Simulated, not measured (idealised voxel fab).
This is a process module. Its name is voxel capacitor over wiring.
The cross-section shown here is cut; it is 260 nm wide and divided into square cells measuring 5 nm on a side.
In what follows, cross-sections appear as grids of square cells, described through bands that run from the top down, where every band is one or more rows of cells.
First you get the band's top height and its bottom height, in nm, and then the materials it's made of, left to right, with each width in nm. If you see a single material with "throughout", that one covers the band edge to edge. "air" is empty space.
Heights from 0 (as-received wafer is one material below). Bottom band endless downward, as "0..down".
A width such as "30->40" changes by the same amount from each row of cells to the next, from the band's top row to its bottom row.
The designation "no modification", where it is given for a processing step, indicates that no cell of the cross-section was altered in the course of that step.
Under "Completely enclosed voids" you'll find the enclosed gaps, the ones with no way out to the top, that are 8 cells or bigger; each reads width x height at distance, with distance counted from the left edge, everything in nm.
Heads up: the bit after the settings on a step's line is the simulator's remark on that step.
The setting "overlay nm" may be written on the line of a step. When the step uses a mask, the value reports how far to the right of the planned place the mask lay, and a negative value reports that it lay to the left.
**Planned process steps**
1) RECEIVE | material Si
2) CONFORMAL_DEP | material SiO2 | thk nm 10
3) CONFORMAL_DEP | material SiN | thk nm 5
4) DIRECTIONAL_DEP | material SiO2 | thk nm 20
5) MASKED_ETCH | tone open | mask id METAL_1 | width nm 25 | pitch nm 75 | etch materials SiO2 | depth nm 20 | overlay nm 0
6) MASKED_ETCH | tone open | mask id METAL_1 | width nm 25 | pitch nm 75 | etch materials SiN | depth nm 5 | overlay nm 0
7) CONFORMAL_DEP | material TiN | thk nm 5
8) FILL_DEP | material Cu | thk nm 5
9) CMP | height nm 35
10) CONFORMAL_DEP | material SiCN | thk nm 5
11) DIRECTIONAL_DEP | material SiO2 | thk nm 20
12) DIRECTIONAL_DEP | material aC | thk nm 10
13) PATTERN | tone open | mask id PLUG_1 | material resist | width nm 15 | thk nm 25 | overlay nm 0
14) DIRECTIONAL_ETCH | etch materials aC | depth nm 10
15) STRIP | etch materials resist
16) DIRECTIONAL_ETCH | etch materials SiO2 | depth nm 20
17) DIRECTIONAL_ETCH | etch materials SiCN | depth nm 5
18) STRIP | etch materials aC
19) EPI | material Ru | thk nm 10
20) EPI | material Ru | thk nm 10
21) EPI | material Ru | thk nm 5
22) DIRECTIONAL_DEP | material TiN | thk nm 5
23) DIRECTIONAL_DEP | material HfO2 | thk nm 5
24) DIRECTIONAL_DEP | material TiN | thk nm 5
25) PATTERN | tone cover | mask id UPPER_PLATE | material resist | width nm 55 | thk nm 20 | overlay nm 0
26) DIRECTIONAL_ETCH | etch materials TiN | depth nm 5
27) DIRECTIONAL_ETCH | etch materials HfO2 | depth nm 5
28) STRIP | etch materials resist
29) PATTERN | tone cover | mask id LOWER_PLATE | material resist | width nm 65 | thk nm 20 | overlay nm 0
30) DIRECTIONAL_ETCH | etch materials TiN | depth nm 5
31) STRIP | etch materials resist
32) FILL_DEP | material SiO2 | thk nm 20
33) CMP | height nm 90
34) DIRECTIONAL_DEP | material aC | thk nm 15
35) PATTERN | tone open | mask id PLUG_2 | material resist | width nm 15 | thk nm 35 | overlay nm 0
36) DIRECTIONAL_ETCH | etch materials aC | depth nm 15
37) STRIP | etch materials resist
38) DIRECTIONAL_ETCH | etch materials SiO2 | depth nm 15
39) STRIP | etch materials aC
40) CONFORMAL_DEP | material TiN | thk nm 5
41) FILL_DEP | material Ru | thk nm 5
42) CMP | height nm 90
43) CONFORMAL_DEP | material SiCN | thk nm 5
**As-received wafer cross-section (after step 1)**
  0..down | Si throughout
  Completely enclosed voids: none
**Cross-sectional image of the first of two wafers at the end of the module, the run having proceeded as planned**
  95..90 | SiCN throughout
  90..80 | 100 of SiO2  5 of TiN  5 of Ru  5 of TiN  145 of SiO2
  80..70 | 100->90 of SiO2  15->55 of TiN  145->115 of SiO2
  70..65 | 90 of SiO2  55 of HfO2  115 of SiO2
  65..60 | 85 of SiO2  65 of TiN  110 of SiO2
  60..40 | 90 of SiO2  15 of Ru  155 of SiO2
  40..35 | 90 of SiCN  15 of Ru  155 of SiCN
  35..15 | 80 of SiO2  5 of TiN  15 of Cu  5 of TiN  50 of SiO2  5 of TiN  15 of Cu  5 of TiN  80 of SiO2
  15..10 | 80 of SiN  25 of TiN  50 of SiN  25 of TiN  80 of SiN
  10..0 | SiO2 throughout
  0..down | Si throughout
  Completely enclosed voids: none
**This is the second of the two wafers, cross-sectioned at the end of the module; it started exactly like the first and was given the same plan, but it was run with one mistake**
  95..90 | SiCN throughout
  90..80 | 100 of SiO2  5 of TiN  5 of Ru  5 of TiN  145 of SiO2
  80..70 | 100->105 of SiO2  15->40 of TiN  145->115 of SiO2
  70..65 | 105 of SiO2  40 of HfO2  115 of SiO2
  65..60 | 85 of SiO2  5 of TiN  15 of SiO2  45 of TiN  110 of SiO2
  60..50 | SiO2 throughout
  50..45 | 90 of SiO2  15 of TiN  155 of SiO2
  45..40 | 90 of SiO2  15 of HfO2  155 of SiO2
  40..35 | 90 of SiCN  15 of TiN  155 of SiCN
  35..20 | 75 of Cu  5 of TiN  25 of SiO2  5 of TiN  40 of Cu  5 of TiN  25 of SiO2  5 of TiN  75 of Cu
  20..15 | 80 of TiN  25 of SiO2  50 of TiN  25 of SiO2  80 of TiN
  15..10 | SiN throughout
  10..0 | SiO2 throughout
  0..down | Si throughout
  Completely enclosed voids: none
In executing the process, a mistake was made relative to the plan: step 5 was not run as planned; what actually ran was MASKED_ETCH | tone cover | mask id METAL_1 | width nm 25 | pitch nm 75 | etch materials SiO2 | depth nm 20 | overlay nm 0
Once processing is complete, comparing cell counts shows that the second wafer has more or fewer of certain materials than the first: +90 Cu, -15 Ru, +10 SiN, -113 SiO2, +28 TiN
